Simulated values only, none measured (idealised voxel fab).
process module | voxel air gaps
cross-section cut | 300 nm wide | cells 5 nm
A cross-section is a grid of square cells, given in bands from the top down. A band is one or more rows of cells.
Each band's line starts with the height of the band's top and of its bottom, in nm. Then come its materials from left to right, each with its width in nm. One material with "throughout" fills the band from edge to edge. "air" is empty space.
Height 0 is the level under which the wafer as received is all one material. The lowest band goes on downwards, as in "0 down".
A width such as "30 to 40" changes by the same amount from each row of cells to the next, from the band's top row to its bottom row.
"no change" after a step means that no cell of the cross-section changed.
closed voids: empty space of 8 cells or more with no open way to the top, each as width x height at its distance from the left edge, in nm
after a step's settings: what the simulator itself notes on the step
overlay nm, on a step with a mask: how far to the right of its planned place the mask lay; to the left if negative
plan
1 op RECEIVE | material Si
2 op CONFORMAL_DEP | material SiO2 | thk nm 10
3 op CONFORMAL_DEP | material SiCN | thk nm 5
4 op DIRECTIONAL_DEP | material SiO2 | thk nm 40
5 op MASKED_ETCH | tone open | mask id LINES | width nm 25 | pitch nm 50 | etch materials SiO2 | depth nm 40 | overlay nm 0
6 op CONFORMAL_DEP | material TiN | thk nm 5
7 op FILL_DEP | material Ru | thk nm 10
8 op CMP | height nm 55
9 op EPI | material Ru | thk nm 10
10 op SELECTIVE_ETCH | etch materials SiO2 | depth nm 50
11 op CONFORMAL_DEP | material SiCN | thk nm 5
as received, after step 1
  0 down: Si throughout
  closed voids: none
first wafer at the end, as planned
  70 to 65: air 70 | SiCN 155 | air 75
  65 to 55: air 70 | SiCN 5 | Ru 45 | SiCN 5 | Ru 45 | SiCN 5 | Ru 45 | SiCN 5 | air 75
  55 to 50: air 70 | SiCN 15 | TiN 5 | Ru 15 | TiN 5 | SiCN 25 | TiN 5 | Ru 15 | TiN 5 | SiCN 25 | TiN 5 | Ru 15 | TiN 5 | SiCN 15 | air 75
  50 to 20: air 80 | SiCN 5 | TiN 5 | Ru 15 | TiN 5 | SiCN 5 | air 15 | SiCN 5 | TiN 5 | Ru 15 | TiN 5 | SiCN 5 | air 15 | SiCN 5 | TiN 5 | Ru 15 | TiN 5 | SiCN 5 | air 85
  20 to 15: SiCN 85 | TiN 25 | SiCN 25 | TiN 25 | SiCN 25 | TiN 25 | SiCN 90
  15 to 10: SiCN throughout
  10 to 0: SiO2 throughout
  0 down: Si throughout
  closed voids: 15 x 30 at 115; 15 x 30 at 165
second wafer at the end: like start, like plan, one mistake
  60 to 10: SiCN throughout
  10 to 0: SiO2 throughout
  0 down: Si throughout
  closed voids: none
what went wrong: step 4 ran as: op DIRECTIONAL_DEP | material SiCN | thk nm 40
at the end the second wafer has, in cells: 117 fewer of Ru | 404 more of SiCN | 57 fewer of TiN
closed voids at the end (first wafer, second wafer): 2, 0
